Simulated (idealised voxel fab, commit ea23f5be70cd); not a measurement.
Process module heading - voxel air gaps
It is cross-section cut that appears here, measuring 285 nm in width, its square cells being 5 nm in size.
A cross-section in this document is a grid of square cells, and it is written down as bands, the top band listed before the ones below it; a band is made up of one or more rows of cells. A band entry consists of two parts. The first gives the height of the band's top and the height of its bottom, in nm. The rest lists the band's materials from left to right, each with its width in nm. A single material labelled with the word "everywhere" fills the band from edge to edge, and the word "air" marks empty space. For the purposes of this specification, 0 denotes the height below which the wafer in its as-received condition is composed wholly of one material, and the lowermost band, lacking a lower limit, extends downward without end, as expressed in "top 0, no bottom". The expression "30->40" gives the width at the extremes of the band, the first number at its top row of cells and the second at its bottom row, with the width changing by equal amounts from each row to the next in between. It should be understood that the words "nothing altered", when stated for a given step, signify that the cross-section underwent no change in any of its cells during that step. "Enclosed void entries": empty spaces of 8 cells or more with no open way to the top, each given as width x height at distance, distance from the left edge, all in nm. Post-settings text on a step line: simulator's own remark regarding the step. Steps that use a mask can have "overlay nm" on their line. It says how far the mask sat to the right of where it was meant to be. Negative means to the left.

Process steps (planned):
1,RECEIVE,material Si
2,CONFORMAL_DEP,material SiO2,thk nm 15
3,CONFORMAL_DEP,material SiN,thk nm 5
4,DIRECTIONAL_DEP,material SiO2,thk nm 35
5,PATTERN,tone open,mask id LINES,material resist,width nm 25,pitch nm 50,thk nm 20,overlay nm 0
6,DIRECTIONAL_ETCH,etch materials SiO2,depth nm 35
7,STRIP,etch materials resist
8,CONFORMAL_DEP,material TiN,thk nm 5
9,FILL_DEP,material W,thk nm 5
10,CMP,height nm 55
11,EPI,material Ru,thk nm 10
12,SELECTIVE_ETCH,etch materials SiO2,depth nm 45
13,CONFORMAL_DEP,material SiCN,thk nm 5
Quick note for whoever runs this: the wafers start identical, but the thk nm at step 3 isn't the same across them. The plan just shows what the first wafer had.

First wafer of several, as received: cross-section after step 1:
	top 0, no bottom | Si everywhere
	Enclosed void entries: none

The rows of the table below are wafers. Looking at the end of the module, a row counts, for every material, the cells the wafer has gained, shown as (+), or lost, shown as (-), since it was received; its closed voids come next:
thk nm 5, +54 Ru, +127 SiCN, +57 SiN, +171 SiO2, +51 TiN, +54 W, Enclosed void entries: 15 x 25 at 110; 15 x 25 at 160
thk nm 10, +54 Ru, +121 SiCN, +114 SiN, +171 SiO2, +45 TiN, +45 W, Enclosed void entries: 15 x 20 at 110; 15 x 20 at 160
thk nm 15, +54 Ru, +115 SiCN, +171 SiN, +171 SiO2, +39 TiN, +36 W, Enclosed void entries: 15 x 15 at 110; 15 x 15 at 160
thk nm 20, +54 Ru, +109 SiCN, +228 SiN, +171 SiO2, +33 TiN, +27 W, Enclosed void entries: none
